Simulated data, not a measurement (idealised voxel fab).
process module | voxel ribs on slabs
cross-section cut | 290 nm wide | cells 5 nm
A cross-section is a grid of square cells, given in bands from the top down. A band is one or more rows of cells.
Each band's line starts with the height of the band's top and of its bottom, in nm. Then come its materials from left to right, each with its width in nm. One material with "throughout" fills the band from edge to edge. "air" is empty space.
Height 0 is the level under which the wafer as received is all one material. The lowest band goes on downwards, as in "0 down".
A width such as "30 to 40" changes by the same amount from each row of cells to the next, from the band's top row to its bottom row.
"no change" after a step means that no cell of the cross-section changed.
closed voids: empty space of 8 cells or more with no open way to the top, each as width x height at its distance from the left edge, in nm
after a step's settings: what the simulator itself notes on the step
overlay nm, on a step with a mask: how far to the right of its planned place the mask lay; to the left if negative
plan
1 op RECEIVE | material Si
2 op DIRECTIONAL_DEP | material SiO2 | thk nm 20
3 op DIRECTIONAL_DEP | material polySi | thk nm 15
4 op MASKED_ETCH | tone cover | mask id RIB | width nm 25 | etch materials polySi | depth nm 5 | overlay nm 0
5 op DIRECTIONAL_DEP | material aC | thk nm 10
6 op PATTERN | tone cover | mask id SLAB | material resist | width nm 75 | thk nm 25 | overlay nm -15
7 op DIRECTIONAL_ETCH | etch materials aC | depth nm 10
8 op STRIP | etch materials resist
9 op DIRECTIONAL_ETCH | etch materials polySi | depth nm 10
10 op STRIP | etch materials aC
11 op FILL_DEP | material SiO2 | thk nm 20
12 op CMP | height nm 45
13 op DIRECTIONAL_DEP | material TiN | thk nm 5
14 op DIRECTIONAL_DEP | material aC | thk nm 15
15 op PATTERN | tone cover | mask id HEATER | material resist | width nm 35 | thk nm 35 | overlay nm 0
16 op DIRECTIONAL_ETCH | etch materials aC | depth nm 15
17 op STRIP | etch materials resist
18 op DIRECTIONAL_ETCH | etch materials TiN | depth nm 5
19 op STRIP | etch materials aC
20 op CONFORMAL_DEP | material SiO2 | thk nm 5
varied across the wafers: overlay nm of step 6. The plan shows the first wafer's value. All wafers start alike
first wafer as received, after step 1
  0 down: Si throughout
  closed voids: none
each wafer at the end: cells of each material gained (+) or lost (-) since it was received, then its closed voids
overlay nm -15 | +547 SiO2 | +7 TiN | +35 polySi | closed voids: none
overlay nm -10 | +547 SiO2 | +7 TiN | +35 polySi | closed voids: none
overlay nm -5 | +547 SiO2 | +7 TiN | +35 polySi | closed voids: none
overlay nm 0 | +547 SiO2 | +7 TiN | +35 polySi | closed voids: none
overlay nm 5 | +547 SiO2 | +7 TiN | +35 polySi | closed voids: none
overlay nm 10 | +547 SiO2 | +7 TiN | +35 polySi | closed voids: none
overlay nm 15 | +547 SiO2 | +7 TiN | +35 polySi | closed voids: none
